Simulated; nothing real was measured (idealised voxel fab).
The following is a process module called voxel double patterning.
In the cross-section labelled cut, the width is 295 nm and each square cell is 5 nm.
Cross-section layout: square cells on a grid; listed as bands, top to bottom; a band spans one or more cell rows.
Top, bottom (nm), then materials left to right with widths (nm); lone material tagged "edge to edge" fills the whole band edge to edge; "blank" = empty space.
For the purposes of this specification, 0 denotes the height below which the wafer in its as-received condition is composed wholly of one material, and the lowermost band, lacking a lower limit, extends downward without end, as expressed in "from 0 down".
With a width like "30->40", each row of cells in the band differs from the next by the same amount, the top row carrying the first number and the bottom row the second.
Step marked "changes: none"? Then no cell in the cross-section changed in it.
"Enclosed void catalog" contains a list of empty spaces, each no smaller than 8 cells and without an open way to the top, written in the form width x height at distance with the distance from the left edge and all three in nm.
On each step's line, the part that comes after the settings is the simulator's own comment on the step.
overlay nm: on a step with a mask, how far right of its planned place the mask lay; negative means left.
# Steps planned for the process
| 1 | RECEIVE, material Si |
| 2 | CONFORMAL_DEP, material SiO2, thk nm 5 |
| 3 | DIRECTIONAL_DEP, material W, thk nm 10 |
| 4 | DIRECTIONAL_DEP, material SiCN, thk nm 10 |
| 5 | DIRECTIONAL_DEP, material aC, thk nm 15 |
| 6 | PATTERN, tone open, mask id FIRST, material resist, width nm 15, pitch nm 50, thk nm 35, overlay nm 0 |
| 7 | DIRECTIONAL_ETCH, etch materials aC, depth nm 15 |
| 8 | STRIP, etch materials resist |
| 9 | DIRECTIONAL_ETCH, etch materials SiCN, depth nm 10 |
| 10 | STRIP, etch materials aC |
| 11 | MASKED_ETCH, tone open, mask id SECOND, width nm 15, etch materials SiCN, depth nm 10, overlay nm 0 |
| 12 | DIRECTIONAL_ETCH, etch materials W, depth nm 10 |
| 13 | STRIP, etch materials SiCN |
# As-received wafer cross-section (after step 1)
	from 0 down  Si edge to edge
	Enclosed void catalog: none
# Run as planned - first of the two wafers cross-sectioned at the end of the module
	from 15 to 5  115 nm W | 15 nm blank | 10 nm W | 15 nm blank | 10 nm W | 15 nm blank | 115 nm W
	from 5 to 0  SiO2 edge to edge
	from 0 down  Si edge to edge
	Enclosed void catalog: none
# Wafer two (of two), end-of-module cross-section: start = wafer one, plan = wafer one, one run mistake
	from 15 to 5  125 nm W | 30 nm blank | 20 nm W | 15 nm blank | 105 nm W
	from 5 to 0  SiO2 edge to edge
	from 0 down  Si edge to edge
	Enclosed void catalog: none
What was the processing mistake? note that step 6 departed from the planned setting and was carried out as PATTERN, tone open, mask id FIRST, material resist, width nm 15, pitch nm 50, thk nm 35, overlay nm 10
So at the finish, the second wafer's got exactly as many cells of each material as the first, just not in the same spots.
